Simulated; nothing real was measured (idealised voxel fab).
process module | voxel air gaps
cross-section cut | 245 nm wide | cells 5 nm
A cross-section is a grid of square cells, given in bands from the top down. A band is one or more rows of cells.
Each band's line starts with the height of the band's top and of its bottom, in nm. Then come its materials from left to right, each with its width in nm. One material with "throughout" fills the band from edge to edge. "air" is empty space.
Height 0 is the level under which the wafer as received is all one material. The lowest band goes on downwards, as in "0 down".
A width such as "30 to 40" changes by the same amount from each row of cells to the next, from the band's top row to its bottom row.
"no change" after a step means that no cell of the cross-section changed.
closed voids: empty space of 8 cells or more with no open way to the top, each as width x height at its distance from the left edge, in nm
after a step's settings: what the simulator itself notes on the step
overlay nm, on a step with a mask: how far to the right of its planned place the mask lay; to the left if negative
Each pair below shows a cross-section before one step and the cross-section after it, down to the lowest band that changed. The line under each pair gives the step between them, with its settings. The pairs can come from different runs of this module on the same starting wafer, so a pair continues from the pair above only where its "before" says so.
before
  0 down: Si throughout
  closed voids: none
after
  10 to 0: SiO2 throughout
  below 0: unchanged
  closed voids: none
the step between: op CONFORMAL_DEP | material SiO2 | thk nm 10
before: the cross-section after the pair above
after
  15 to 10: SiCN throughout
  below 10: unchanged
  closed voids: none
the step between: op CONFORMAL_DEP | material SiCN | thk nm 5
before: the cross-section after the pair above
after
  55 to 15: SiO2 throughout
  below 15: unchanged
  closed voids: none
the step between: op DIRECTIONAL_DEP | material SiO2 | thk nm 40
before: the cross-section after the pair above
after
  70 to 55: aC throughout
  below 55: unchanged
  closed voids: none
the step between: op DIRECTIONAL_DEP | material aC | thk nm 15
before: the cross-section after the pair above
after
  100 to 70: resist 25 | air 25 | resist 30 | air 25 | resist 30 | air 25 | resist 30 | air 25 | resist 30
  below 70: unchanged
  closed voids: none
the step between: op PATTERN | tone open | mask id LINES | material resist | width nm 25 | pitch nm 55 | thk nm 30 | overlay nm 0
before: the cross-section after the pair above
after
  85 to 70: resist 25 | air 25 | resist 30 | air 25 | resist 30 | air 25 | resist 30 | air 25 | resist 30
  70 to 55: aC 25 | air 25 | aC 30 | air 25 | aC 30 | air 25 | aC 30 | air 25 | aC 30
  below 55: unchanged
  closed voids: none
the step between: op DIRECTIONAL_ETCH | etch materials aC | depth nm 15
before: the cross-section after the pair above
after
  70 to 55: aC 25 | air 25 | aC 30 | air 25 | aC 30 | air 25 | aC 30 | air 25 | aC 30
  below 55: unchanged
  closed voids: none
the step between: op STRIP | etch materials resist
before: the cross-section after the pair above
after
  70 to 55: aC 25 | air 25 | aC 30 | air 25 | aC 30 | air 25 | aC 30 | air 25 | aC 30
  55 to 15: SiO2 25 | air 25 | SiO2 30 | air 25 | SiO2 30 | air 25 | SiO2 30 | air 25 | SiO2 30
  below 15: unchanged
  closed voids: none
the step between: op DIRECTIONAL_ETCH | etch materials SiO2 | depth nm 40
before: the cross-section after the pair above
after
  55 to 15: SiO2 25 | air 25 | SiO2 30 | air 25 | SiO2 30 | air 25 | SiO2 30 | air 25 | SiO2 30
  below 15: unchanged
  closed voids: none
the step between: op STRIP | etch materials aC
before: the cross-section after the pair above
after
  60 to 55: TiN 30 | air 15 | TiN 40 | air 15 | TiN 40 | air 15 | TiN 40 | air 15 | TiN 35
  55 to 20: SiO2 25 | TiN 5 | air 15 | TiN 5 | SiO2 30 | TiN 5 | air 15 | TiN 5 | SiO2 30 | TiN 5 | air 15 | TiN 5 | SiO2 30 | TiN 5 | air 15 | TiN 5 | SiO2 30
  20 to 15: SiO2 25 | TiN 25 | SiO2 30 | TiN 25 | SiO2 30 | TiN 25 | SiO2 30 | TiN 25 | SiO2 30
  below 15: unchanged
  closed voids: none
the step between: op CONFORMAL_DEP | material TiN | thk nm 5
before: the cross-section after the pair above
after
  70 to 60: W throughout
  60 to 55: TiN 30 | W 15 | TiN 40 | W 15 | TiN 40 | W 15 | TiN 40 | W 15 | TiN 35
  55 to 20: SiO2 25 | TiN 5 | W 15 | TiN 5 | SiO2 30 | TiN 5 | W 15 | TiN 5 | SiO2 30 | TiN 5 | W 15 | TiN 5 | SiO2 30 | TiN 5 | W 15 | TiN 5 | SiO2 30
  below 20: unchanged
  closed voids: none
the step between: op FILL_DEP | material W | thk nm 10
before: the cross-section after the pair above
after
  55 to 20: SiO2 25 | TiN 5 | W 15 | TiN 5 | SiO2 30 | TiN 5 | W 15 | TiN 5 | SiO2 30 | TiN 5 | W 15 | TiN 5 | SiO2 30 | TiN 5 | W 15 | TiN 5 | SiO2 30
  below 20: unchanged
  closed voids: none
the step between: op CMP | height nm 55
before: the cross-section after the pair above
after
  65 to 55: air 15 | Ru 45 | air 10 | Ru 45 | air 10 | Ru 45 | air 10 | Ru 45 | air 20
  below 55: unchanged
  closed voids: none
the step between: op EPI | material Ru | thk nm 10
before: the cross-section after the pair above
after
  65 to 55: air 15 | Ru 45 | air 10 | Ru 45 | air 10 | Ru 45 | air 10 | Ru 45 | air 20
  55 to 20: air 25 | TiN 5 | W 15 | TiN 5 | air 30 | TiN 5 | W 15 | TiN 5 | air 30 | TiN 5 | W 15 | TiN 5 | air 30 | TiN 5 | W 15 | TiN 5 | air 30
  20 to 15: air 25 | TiN 25 | air 30 | TiN 25 | air 30 | TiN 25 | air 30 | TiN 25 | air 30
  below 15: unchanged
  closed voids: none
the step between: op SELECTIVE_ETCH | etch materials SiO2 | depth nm 50
before: the cross-section after the pair above
after
  70 to 65: air 10 | SiCN 220 | air 15
  65 to 55: air 10 | SiCN 5 | Ru 45 | SiCN 10 | Ru 45 | SiCN 10 | Ru 45 | SiCN 10 | Ru 45 | SiCN 5 | air 15
  55 to 50: air 10 | SiCN 15 | TiN 5 | W 15 | TiN 5 | SiCN 30 | TiN 5 | W 15 | TiN 5 | SiCN 30 | TiN 5 | W 15 | TiN 5 | SiCN 30 | TiN 5 | W 15 | TiN 5 | SiCN 15 | air 15
  50 to 20: air 20 | SiCN 5 | TiN 5 | W 15 | TiN 5 | SiCN 5 | air 20 | SiCN 5 | TiN 5 | W 15 | TiN 5 | SiCN 5 | air 20 | SiCN 5 | TiN 5 | W 15 | TiN 5 | SiCN 5 | air 20 | SiCN 5 | TiN 5 | W 15 | TiN 5 | SiCN 5 | air 25
  20 to 15: SiCN 25 | TiN 25 | SiCN 30 | TiN 25 | SiCN 30 | TiN 25 | SiCN 30 | TiN 25 | SiCN 30
  below 15: unchanged
  closed voids: 20 x 30 at 55; 20 x 30 at 110; 20 x 30 at 165
the step between: op CONFORMAL_DEP | material SiCN | thk nm 5
before
  10 to 0: SiO2 throughout
  0 down: Si throughout
  closed voids: none
after
  50 to 0: SiO2 throughout
  below 0: unchanged
  closed voids: none
the step between: op DIRECTIONAL_DEP | material SiO2 | thk nm 40
before: the cross-section after the pair above
after
  65 to 50: aC throughout
  below 50: unchanged
  closed voids: none
the step between: op DIRECTIONAL_DEP | material aC | thk nm 15
before: the cross-section after the pair above
after
  95 to 65: resist 25 | air 25 | resist 30 | air 25 | resist 30 | air 25 | resist 30 | air 25 | resist 30
  below 65: unchanged
  closed voids: none
the step between: op PATTERN | tone open | mask id LINES | material resist | width nm 25 | pitch nm 55 | thk nm 30 | overlay nm 0
before: the cross-section after the pair above
after
  80 to 65: resist 25 | air 25 | resist 30 | air 25 | resist 30 | air 25 | resist 30 | air 25 | resist 30
  65 to 50: aC 25 | air 25 | aC 30 | air 25 | aC 30 | air 25 | aC 30 | air 25 | aC 30
  below 50: unchanged
  closed voids: none
the step between: op DIRECTIONAL_ETCH | etch materials aC | depth nm 15
before: the cross-section after the pair above
after
  65 to 50: aC 25 | air 25 | aC 30 | air 25 | aC 30 | air 25 | aC 30 | air 25 | aC 30
  below 50: unchanged
  closed voids: none
the step between: op STRIP | etch materials resist
before: the cross-section after the pair above
after
  65 to 50: aC 25 | air 25 | aC 30 | air 25 | aC 30 | air 25 | aC 30 | air 25 | aC 30
  50 to 10: SiO2 25 | air 25 | SiO2 30 | air 25 | SiO2 30 | air 25 | SiO2 30 | air 25 | SiO2 30
  below 10: unchanged
  closed voids: none
the step between: op DIRECTIONAL_ETCH | etch materials SiO2 | depth nm 40
before: the cross-section after the pair above
after
  50 to 10: SiO2 25 | air 25 | SiO2 30 | air 25 | SiO2 30 | air 25 | SiO2 30 | air 25 | SiO2 30
  below 10: unchanged
  closed voids: none
the step between: op STRIP | etch materials aC
before: the cross-section after the pair above
after
  55 to 50: TiN 30 | air 15 | TiN 40 | air 15 | TiN 40 | air 15 | TiN 40 | air 15 | TiN 35
  50 to 15: SiO2 25 | TiN 5 | air 15 | TiN 5 | SiO2 30 | TiN 5 | air 15 | TiN 5 | SiO2 30 | TiN 5 | air 15 | TiN 5 | SiO2 30 | TiN 5 | air 15 | TiN 5 | SiO2 30
  15 to 10: SiO2 25 | TiN 25 | SiO2 30 | TiN 25 | SiO2 30 | TiN 25 | SiO2 30 | TiN 25 | SiO2 30
  below 10: unchanged
  closed voids: none
the step between: op CONFORMAL_DEP | material TiN | thk nm 5
before: the cross-section after the pair above
after
  65 to 55: W throughout
  55 to 50: TiN 30 | W 15 | TiN 40 | W 15 | TiN 40 | W 15 | TiN 40 | W 15 | TiN 35
  50 to 15: SiO2 25 | TiN 5 | W 15 | TiN 5 | SiO2 30 | TiN 5 | W 15 | TiN 5 | SiO2 30 | TiN 5 | W 15 | TiN 5 | SiO2 30 | TiN 5 | W 15 | TiN 5 | SiO2 30
  below 15: unchanged
  closed voids: none
the step between: op FILL_DEP | material W | thk nm 10
before: the cross-section after the pair above
after
  55 to 50: TiN 30 | W 15 | TiN 40 | W 15 | TiN 40 | W 15 | TiN 40 | W 15 | TiN 35
  below 50: unchanged
  closed voids: none
the step between: op CMP | height nm 55
before: the cross-section after the pair above
after
  65 to 55: Ru throughout
  below 55: unchanged
  closed voids: none
the step between: op EPI | material Ru | thk nm 10
before: the cross-section after the pair above
after
  70 to 65: SiCN throughout
  below 65: unchanged
  closed voids: none
the step between: op CONFORMAL_DEP | material SiCN | thk nm 5
before
  65 to 55: air 15 | Ru 45 | air 10 | Ru 45 | air 10 | Ru 45 | air 10 | Ru 45 | air 20
  55 to 20: SiO2 25 | TiN 5 | W 15 | TiN 5 | SiO2 30 | TiN 5 | W 15 | TiN 5 | SiO2 30 | TiN 5 | W 15 | TiN 5 | SiO2 30 | TiN 5 | W 15 | TiN 5 | SiO2 30
  20 to 15: SiO2 25 | TiN 25 | SiO2 30 | TiN 25 | SiO2 30 | TiN 25 | SiO2 30 | TiN 25 | SiO2 30
  15 to 10: SiCN throughout
  10 to 0: SiO2 throughout
  0 down: Si throughout
  closed voids: none
after
  75 to 55: air 5 | Ru 230 | air 10
  below 55: unchanged
  closed voids: none
the step between: op EPI | material Ru | thk nm 10
before: the cross-section after the pair above
after
  75 to 55: air 5 | Ru 230 | air 10
  55 to 20: air 25 | TiN 5 | W 15 | TiN 5 | SiO2 30 | TiN 5 | W 15 | TiN 5 | SiO2 30 | TiN 5 | W 15 | TiN 5 | SiO2 30 | TiN 5 | W 15 | TiN 5 | air 30
  20 to 15: air 25 | TiN 25 | SiO2 30 | TiN 25 | SiO2 30 | TiN 25 | SiO2 30 | TiN 25 | air 30
  below 15: unchanged
  closed voids: none
the step between: op SELECTIVE_ETCH | etch materials SiO2 | depth nm 50
before: the cross-section after the pair above
after
  80 to 75: SiCN 240 | air 5
  75 to 55: SiCN 5 | Ru 230 | SiCN 5 | air 5
  55 to 50: SiCN 25 | TiN 5 | W 15 | TiN 5 | SiO2 30 | TiN 5 | W 15 | TiN 5 | SiO2 30 | TiN 5 | W 15 | TiN 5 | SiO2 30 | TiN 5 | W 15 | TiN 5 | SiCN 25 | air 5
  50 to 20: air 20 | SiCN 5 | TiN 5 | W 15 | TiN 5 | SiO2 30 | TiN 5 | W 15 | TiN 5 | SiO2 30 | TiN 5 | W 15 | TiN 5 | SiO2 30 | TiN 5 | W 15 | TiN 5 | SiCN 5 | air 25
  20 to 15: SiCN 25 | TiN 25 | SiO2 30 | TiN 25 | SiO2 30 | TiN 25 | SiO2 30 | TiN 25 | SiCN 30
  below 15: unchanged
  closed voids: 20 x 30 at 0
the step between: op CONFORMAL_DEP | material SiCN | thk nm 5
before
  0 down: Si throughout
  closed voids: none
after
  5 to 0: SiCN throughout
  below 0: unchanged
  closed voids: none
the step between: op CONFORMAL_DEP | material SiCN | thk nm 5
before: the cross-section after the pair above
after
  15 to 5: SiO2 throughout
  below 5: unchanged
  closed voids: none
the step between: op CONFORMAL_DEP | material SiO2 | thk nm 10
before: the cross-section after the pair above
after
  55 to 5: SiO2 throughout
  below 5: unchanged
  closed voids: none
the step between: op DIRECTIONAL_DEP | material SiO2 | thk nm 40
before: the cross-section after the pair above
after
  70 to 55: aC throughout
  below 55: unchanged
  closed voids: none
the step between: op DIRECTIONAL_DEP | material aC | thk nm 15
before: the cross-section after the pair above
after
  100 to 70: resist 25 | air 25 | resist 30 | air 25 | resist 30 | air 25 | resist 30 | air 25 | resist 30
  below 70: unchanged
  closed voids: none
the step between: op PATTERN | tone open | mask id LINES | material resist | width nm 25 | pitch nm 55 | thk nm 30 | overlay nm 0
before: the cross-section after the pair above
after
  85 to 70: resist 25 | air 25 | resist 30 | air 25 | resist 30 | air 25 | resist 30 | air 25 | resist 30
  70 to 55: aC 25 | air 25 | aC 30 | air 25 | aC 30 | air 25 | aC 30 | air 25 | aC 30
  below 55: unchanged
  closed voids: none
the step between: op DIRECTIONAL_ETCH | etch materials aC | depth nm 15
before: the cross-section after the pair above
after
  70 to 55: aC 25 | air 25 | aC 30 | air 25 | aC 30 | air 25 | aC 30 | air 25 | aC 30
  below 55: unchanged
  closed voids: none
the step between: op STRIP | etch materials resist
before: the cross-section after the pair above
after
  70 to 55: aC 25 | air 25 | aC 30 | air 25 | aC 30 | air 25 | aC 30 | air 25 | aC 30
  55 to 15: SiO2 25 | air 25 | SiO2 30 | air 25 | SiO2 30 | air 25 | SiO2 30 | air 25 | SiO2 30
  below 15: unchanged
  closed voids: none
the step between: op DIRECTIONAL_ETCH | etch materials SiO2 | depth nm 40
before: the cross-section after the pair above
after
  55 to 15: SiO2 25 | air 25 | SiO2 30 | air 25 | SiO2 30 | air 25 | SiO2 30 | air 25 | SiO2 30
  below 15: unchanged
  closed voids: none
the step between: op STRIP | etch materials aC
before: the cross-section after the pair above
after
  60 to 55: TiN 30 | air 15 | TiN 40 | air 15 | TiN 40 | air 15 | TiN 40 | air 15 | TiN 35
  55 to 20: SiO2 25 | TiN 5 | air 15 | TiN 5 | SiO2 30 | TiN 5 | air 15 | TiN 5 | SiO2 30 | TiN 5 | air 15 | TiN 5 | SiO2 30 | TiN 5 | air 15 | TiN 5 | SiO2 30
  20 to 15: SiO2 25 | TiN 25 | SiO2 30 | TiN 25 | SiO2 30 | TiN 25 | SiO2 30 | TiN 25 | SiO2 30
  below 15: unchanged
  closed voids: none
the step between: op CONFORMAL_DEP | material TiN | thk nm 5
before: the cross-section after the pair above
after
  70 to 60: W throughout
  60 to 55: TiN 30 | W 15 | TiN 40 | W 15 | TiN 40 | W 15 | TiN 40 | W 15 | TiN 35
  55 to 20: SiO2 25 | TiN 5 | W 15 | TiN 5 | SiO2 30 | TiN 5 | W 15 | TiN 5 | SiO2 30 | TiN 5 | W 15 | TiN 5 | SiO2 30 | TiN 5 | W 15 | TiN 5 | SiO2 30
  below 20: unchanged
  closed voids: none
the step between: op FILL_DEP | material W | thk nm 10
before: the cross-section after the pair above
after
  55 to 20: SiO2 25 | TiN 5 | W 15 | TiN 5 | SiO2 30 | TiN 5 | W 15 | TiN 5 | SiO2 30 | TiN 5 | W 15 | TiN 5 | SiO2 30 | TiN 5 | W 15 | TiN 5 | SiO2 30
  below 20: unchanged
  closed voids: none
the step between: op CMP | height nm 55
before: the cross-section after the pair above
after
  65 to 55: air 15 | Ru 45 | air 10 | Ru 45 | air 10 | Ru 45 | air 10 | Ru 45 | air 20
  below 55: unchanged
  closed voids: none
the step between: op EPI | material Ru | thk nm 10
before: the cross-section after the pair above
after
  65 to 55: air 15 | Ru 45 | air 10 | Ru 45 | air 10 | Ru 45 | air 10 | Ru 45 | air 20
  55 to 20: air 25 | TiN 5 | W 15 | TiN 5 | air 30 | TiN 5 | W 15 | TiN 5 | air 30 | TiN 5 | W 15 | TiN 5 | air 30 | TiN 5 | W 15 | TiN 5 | air 30
  20 to 15: air 25 | TiN 25 | air 30 | TiN 25 | air 30 | TiN 25 | air 30 | TiN 25 | air 30
  15 to 5: air 35 | SiO2 5 | air 50 | SiO2 5 | air 50 | SiO2 5 | air 50 | SiO2 5 | air 40
  below 5: unchanged
  closed voids: none
the step between: op SELECTIVE_ETCH | etch materials SiO2 | depth nm 50
before: the cross-section after the pair above
after
  70 to 65: air 10 | SiCN 220 | air 15
  65 to 55: air 10 | SiCN 5 | Ru 45 | SiCN 10 | Ru 45 | SiCN 10 | Ru 45 | SiCN 10 | Ru 45 | SiCN 5 | air 15
  55 to 50: air 10 | SiCN 15 | TiN 5 | W 15 | TiN 5 | SiCN 30 | TiN 5 | W 15 | TiN 5 | SiCN 30 | TiN 5 | W 15 | TiN 5 | SiCN 30 | TiN 5 | W 15 | TiN 5 | SiCN 15 | air 15
  50 to 20: air 20 | SiCN 5 | TiN 5 | W 15 | TiN 5 | SiCN 5 | air 20 | SiCN 5 | TiN 5 | W 15 | TiN 5 | SiCN 5 | air 20 | SiCN 5 | TiN 5 | W 15 | TiN 5 | SiCN 5 | air 20 | SiCN 5 | TiN 5 | W 15 | TiN 5 | SiCN 5 | air 25
  20 to 15: air 20 | SiCN 5 | TiN 25 | SiCN 5 | air 20 | SiCN 5 | TiN 25 | SiCN 5 | air 20 | SiCN 5 | TiN 25 | SiCN 5 | air 20 | SiCN 5 | TiN 25 | SiCN 5 | air 25
  15 to 10: air 20 | SiCN 15 | SiO2 5 | SiCN 15 | air 20 | SiCN 15 | SiO2 5 | SiCN 15 | air 20 | SiCN 15 | SiO2 5 | SiCN 15 | air 20 | SiCN 15 | SiO2 5 | SiCN 15 | air 25
  10 to 5: SiCN 35 | SiO2 5 | SiCN 50 | SiO2 5 | SiCN 50 | SiO2 5 | SiCN 50 | SiO2 5 | SiCN 40
  below 5: unchanged
  closed voids: 20 x 40 at 55; 20 x 40 at 110; 20 x 40 at 165
the step between: op CONFORMAL_DEP | material SiCN | thk nm 5
before
  10 to 0: SiO2 throughout
  0 down: Si throughout
  closed voids: none
after
  25 to 10: SiCN throughout
  below 10: unchanged
  closed voids: none
the step between: op CONFORMAL_DEP | material SiCN | thk nm 15
before: the cross-section after the pair above
after
  65 to 25: SiO2 throughout
  below 25: unchanged
  closed voids: none
the step between: op DIRECTIONAL_DEP | material SiO2 | thk nm 40
before: the cross-section after the pair above
after
  80 to 65: aC throughout
  below 65: unchanged
  closed voids: none
the step between: op DIRECTIONAL_DEP | material aC | thk nm 15
before: the cross-section after the pair above
after
  110 to 80: resist 25 | air 25 | resist 30 | air 25 | resist 30 | air 25 | resist 30 | air 25 | resist 30
  below 80: unchanged
  closed voids: none
the step between: op PATTERN | tone open | mask id LINES | material resist | width nm 25 | pitch nm 55 | thk nm 30 | overlay nm 0
before: the cross-section after the pair above
after
  95 to 80: resist 25 | air 25 | resist 30 | air 25 | resist 30 | air 25 | resist 30 | air 25 | resist 30
  80 to 65: aC 25 | air 25 | aC 30 | air 25 | aC 30 | air 25 | aC 30 | air 25 | aC 30
  below 65: unchanged
  closed voids: none
the step between: op DIRECTIONAL_ETCH | etch materials aC | depth nm 15
before: the cross-section after the pair above
after
  80 to 65: aC 25 | air 25 | aC 30 | air 25 | aC 30 | air 25 | aC 30 | air 25 | aC 30
  below 65: unchanged
  closed voids: none
the step between: op STRIP | etch materials resist
before: the cross-section after the pair above
after
  80 to 65: aC 25 | air 25 | aC 30 | air 25 | aC 30 | air 25 | aC 30 | air 25 | aC 30
  65 to 25: SiO2 25 | air 25 | SiO2 30 | air 25 | SiO2 30 | air 25 | SiO2 30 | air 25 | SiO2 30
  below 25: unchanged
  closed voids: none
the step between: op DIRECTIONAL_ETCH | etch materials SiO2 | depth nm 40
before: the cross-section after the pair above
after
  65 to 25: SiO2 25 | air 25 | SiO2 30 | air 25 | SiO2 30 | air 25 | SiO2 30 | air 25 | SiO2 30
  below 25: unchanged
  closed voids: none
the step between: op STRIP | etch materials aC
before: the cross-section after the pair above
after
  70 to 65: TiN 30 | air 15 | TiN 40 | air 15 | TiN 40 | air 15 | TiN 40 | air 15 | TiN 35
  65 to 30: SiO2 25 | TiN 5 | air 15 | TiN 5 | SiO2 30 | TiN 5 | air 15 | TiN 5 | SiO2 30 | TiN 5 | air 15 | TiN 5 | SiO2 30 | TiN 5 | air 15 | TiN 5 | SiO2 30
  30 to 25: SiO2 25 | TiN 25 | SiO2 30 | TiN 25 | SiO2 30 | TiN 25 | SiO2 30 | TiN 25 | SiO2 30
  below 25: unchanged
  closed voids: none
the step between: op CONFORMAL_DEP | material TiN | thk nm 5
before: the cross-section after the pair above
after
  80 to 70: W throughout
  70 to 65: TiN 30 | W 15 | TiN 40 | W 15 | TiN 40 | W 15 | TiN 40 | W 15 | TiN 35
  65 to 30: SiO2 25 | TiN 5 | W 15 | TiN 5 | SiO2 30 | TiN 5 | W 15 | TiN 5 | SiO2 30 | TiN 5 | W 15 | TiN 5 | SiO2 30 | TiN 5 | W 15 | TiN 5 | SiO2 30
  below 30: unchanged
  closed voids: none
the step between: op FILL_DEP | material W | thk nm 10
before: the cross-section after the pair above
after
  55 to 30: SiO2 25 | TiN 5 | W 15 | TiN 5 | SiO2 30 | TiN 5 | W 15 | TiN 5 | SiO2 30 | TiN 5 | W 15 | TiN 5 | SiO2 30 | TiN 5 | W 15 | TiN 5 | SiO2 30
  below 30: unchanged
  closed voids: none
the step between: op CMP | height nm 55
before: the cross-section after the pair above
after
  65 to 55: air 15 | Ru 45 | air 10 | Ru 45 | air 10 | Ru 45 | air 10 | Ru 45 | air 20
  below 55: unchanged
  closed voids: none
the step between: op EPI | material Ru | thk nm 10
before: the cross-section after the pair above
after
  65 to 55: air 15 | Ru 45 | air 10 | Ru 45 | air 10 | Ru 45 | air 10 | Ru 45 | air 20
  55 to 30: air 25 | TiN 5 | W 15 | TiN 5 | air 30 | TiN 5 | W 15 | TiN 5 | air 30 | TiN 5 | W 15 | TiN 5 | air 30 | TiN 5 | W 15 | TiN 5 | air 30
  30 to 25: air 25 | TiN 25 | air 30 | TiN 25 | air 30 | TiN 25 | air 30 | TiN 25 | air 30
  below 25: unchanged
  closed voids: none
the step between: op SELECTIVE_ETCH | etch materials SiO2 | depth nm 50
before: the cross-section after the pair above
after
  70 to 65: air 10 | SiCN 220 | air 15
  65 to 55: air 10 | SiCN 5 | Ru 45 | SiCN 10 | Ru 45 | SiCN 10 | Ru 45 | SiCN 10 | Ru 45 | SiCN 5 | air 15
  55 to 50: air 10 | SiCN 15 | TiN 5 | W 15 | TiN 5 | SiCN 30 | TiN 5 | W 15 | TiN 5 | SiCN 30 | TiN 5 | W 15 | TiN 5 | SiCN 30 | TiN 5 | W 15 | TiN 5 | SiCN 15 | air 15
  50 to 30: air 20 | SiCN 5 | TiN 5 | W 15 | TiN 5 | SiCN 5 | air 20 | SiCN 5 | TiN 5 | W 15 | TiN 5 | SiCN 5 | air 20 | SiCN 5 | TiN 5 | W 15 | TiN 5 | SiCN 5 | air 20 | SiCN 5 | TiN 5 | W 15 | TiN 5 | SiCN 5 | air 25
  30 to 25: SiCN 25 | TiN 25 | SiCN 30 | TiN 25 | SiCN 30 | TiN 25 | SiCN 30 | TiN 25 | SiCN 30
  below 25: unchanged
  closed voids: 20 x 20 at 55; 20 x 20 at 110; 20 x 20 at 165
the step between: op CONFORMAL_DEP | material SiCN | thk nm 5
before
  70 to 55: aC throughout
  55 to 15: SiO2 throughout
  15 to 10: SiCN throughout
  10 to 0: SiO2 throughout
  0 down: Si throughout
  closed voids: none
after
  100 to 70: resist 30 | air 20 | resist 35 | air 20 | resist 35 | air 20 | resist 35 | air 20 | resist 30
  below 70: unchanged
  closed voids: none
the step between: op PATTERN | tone open | mask id LINES | material resist | width nm 20 | pitch nm 55 | thk nm 30 | overlay nm 0
before: the cross-section after the pair above
after
  85 to 70: resist 30 | air 20 | resist 35 | air 20 | resist 35 | air 20 | resist 35 | air 20 | resist 30
  70 to 55: aC 30 | air 20 | aC 35 | air 20 | aC 35 | air 20 | aC 35 | air 20 | aC 30
  below 55: unchanged
  closed voids: none
the step between: op DIRECTIONAL_ETCH | etch materials aC | depth nm 15
before: the cross-section after the pair above
after
  70 to 55: aC 30 | air 20 | aC 35 | air 20 | aC 35 | air 20 | aC 35 | air 20 | aC 30
  below 55: unchanged
  closed voids: none
the step between: op STRIP | etch materials resist
before: the cross-section after the pair above
after
  70 to 55: aC 30 | air 20 | aC 35 | air 20 | aC 35 | air 20 | aC 35 | air 20 | aC 30
  55 to 15: SiO2 30 | air 20 | SiO2 35 | air 20 | SiO2 35 | air 20 | SiO2 35 | air 20 | SiO2 30
  below 15: unchanged
  closed voids: none
the step between: op DIRECTIONAL_ETCH | etch materials SiO2 | depth nm 40
before: the cross-section after the pair above
after
  55 to 15: SiO2 30 | air 20 | SiO2 35 | air 20 | SiO2 35 | air 20 | SiO2 35 | air 20 | SiO2 30
  below 15: unchanged
  closed voids: none
the step between: op STRIP | etch materials aC
before: the cross-section after the pair above
after
  60 to 55: TiN 35 | air 10 | TiN 45 | air 10 | TiN 45 | air 10 | TiN 45 | air 10 | TiN 35
  55 to 20: SiO2 30 | TiN 5 | air 10 | TiN 5 | SiO2 35 | TiN 5 | air 10 | TiN 5 | SiO2 35 | TiN 5 | air 10 | TiN 5 | SiO2 35 | TiN 5 | air 10 | TiN 5 | SiO2 30
  20 to 15: SiO2 30 | TiN 20 | SiO2 35 | TiN 20 | SiO2 35 | TiN 20 | SiO2 35 | TiN 20 | SiO2 30
  below 15: unchanged
  closed voids: none
the step between: op CONFORMAL_DEP | material TiN | thk nm 5
before: the cross-section after the pair above
after
  70 to 60: W throughout
  60 to 55: TiN 35 | W 10 | TiN 45 | W 10 | TiN 45 | W 10 | TiN 45 | W 10 | TiN 35
  55 to 20: SiO2 30 | TiN 5 | W 10 | TiN 5 | SiO2 35 | TiN 5 | W 10 | TiN 5 | SiO2 35 | TiN 5 | W 10 | TiN 5 | SiO2 35 | TiN 5 | W 10 | TiN 5 | SiO2 30
  below 20: unchanged
  closed voids: none
the step between: op FILL_DEP | material W | thk nm 10
before: the cross-section after the pair above
after
  55 to 20: SiO2 30 | TiN 5 | W 10 | TiN 5 | SiO2 35 | TiN 5 | W 10 | TiN 5 | SiO2 35 | TiN 5 | W 10 | TiN 5 | SiO2 35 | TiN 5 | W 10 | TiN 5 | SiO2 30
  below 20: unchanged
  closed voids: none
the step between: op CMP | height nm 55
before: the cross-section after the pair above
after
  65 to 55: air 20 | Ru 40 | air 15 | Ru 40 | air 15 | Ru 40 | air 15 | Ru 40 | air 20
  below 55: unchanged
  closed voids: none
the step between: op EPI | material Ru | thk nm 10
before: the cross-section after the pair above
after
  65 to 55: air 20 | Ru 40 | air 15 | Ru 40 | air 15 | Ru 40 | air 15 | Ru 40 | air 20
  55 to 20: air 30 | TiN 5 | W 10 | TiN 5 | air 35 | TiN 5 | W 10 | TiN 5 | air 35 | TiN 5 | W 10 | TiN 5 | air 35 | TiN 5 | W 10 | TiN 5 | air 30
  20 to 15: air 30 | TiN 20 | air 35 | TiN 20 | air 35 | TiN 20 | air 35 | TiN 20 | air 30
  below 15: unchanged
  closed voids: none
the step between: op SELECTIVE_ETCH | etch materials SiO2 | depth nm 50
before: the cross-section after the pair above
after
  70 to 65: air 15 | SiCN 50 | air 5 | SiCN 50 | air 5 | SiCN 50 | air 5 | SiCN 50 | air 15
  65 to 55: air 15 | SiCN 5 | Ru 40 | SiCN 5 | air 5 | SiCN 5 | Ru 40 | SiCN 5 | air 5 | SiCN 5 | Ru 40 | SiCN 5 | air 5 | SiCN 5 | Ru 40 | SiCN 5 | air 15
  55 to 50: air 15 | SiCN 15 | TiN 5 | W 10 | TiN 5 | SiCN 15 | air 5 | SiCN 15 | TiN 5 | W 10 | TiN 5 | SiCN 15 | air 5 | SiCN 15 | TiN 5 | W 10 | TiN 5 | SiCN 15 | air 5 | SiCN 15 | TiN 5 | W 10 | TiN 5 | SiCN 15 | air 15
  50 to 20: air 25 | SiCN 5 | TiN 5 | W 10 | TiN 5 | SiCN 5 | air 25 | SiCN 5 | TiN 5 | W 10 | TiN 5 | SiCN 5 | air 25 | SiCN 5 | TiN 5 | W 10 | TiN 5 | SiCN 5 | air 25 | SiCN 5 | TiN 5 | W 10 | TiN 5 | SiCN 5 | air 25
  20 to 15: SiCN 30 | TiN 20 | SiCN 35 | TiN 20 | SiCN 35 | TiN 20 | SiCN 35 | TiN 20 | SiCN 30
  below 15: unchanged
  closed voids: none
the step between: op CONFORMAL_DEP | material SiCN | thk nm 5
before
  70 to 55: aC throughout
  55 to 15: SiO2 throughout
  15 to 10: SiCN throughout
  10 to 0: SiO2 throughout
  0 down: Si throughout
  closed voids: none
after
  100 to 70: resist 30 | air 25 | resist 30 | air 25 | resist 30 | air 25 | resist 30 | air 25 | resist 25
  below 70: unchanged
  closed voids: none
the step between: op PATTERN | tone open | mask id LINES | material resist | width nm 25 | pitch nm 55 | thk nm 30 | overlay nm 5
before: the cross-section after the pair above
after
  85 to 70: resist 30 | air 25 | resist 30 | air 25 | resist 30 | air 25 | resist 30 | air 25 | resist 25
  70 to 55: aC 30 | air 25 | aC 30 | air 25 | aC 30 | air 25 | aC 30 | air 25 | aC 25
  below 55: unchanged
  closed voids: none
the step between: op DIRECTIONAL_ETCH | etch materials aC | depth nm 15
before: the cross-section after the pair above
after
  70 to 55: aC 30 | air 25 | aC 30 | air 25 | aC 30 | air 25 | aC 30 | air 25 | aC 25
  below 55: unchanged
  closed voids: none
the step between: op STRIP | etch materials resist
before: the cross-section after the pair above
after
  70 to 55: aC 30 | air 25 | aC 30 | air 25 | aC 30 | air 25 | aC 30 | air 25 | aC 25
  55 to 15: SiO2 30 | air 25 | SiO2 30 | air 25 | SiO2 30 | air 25 | SiO2 30 | air 25 | SiO2 25
  below 15: unchanged
  closed voids: none
the step between: op DIRECTIONAL_ETCH | etch materials SiO2 | depth nm 40
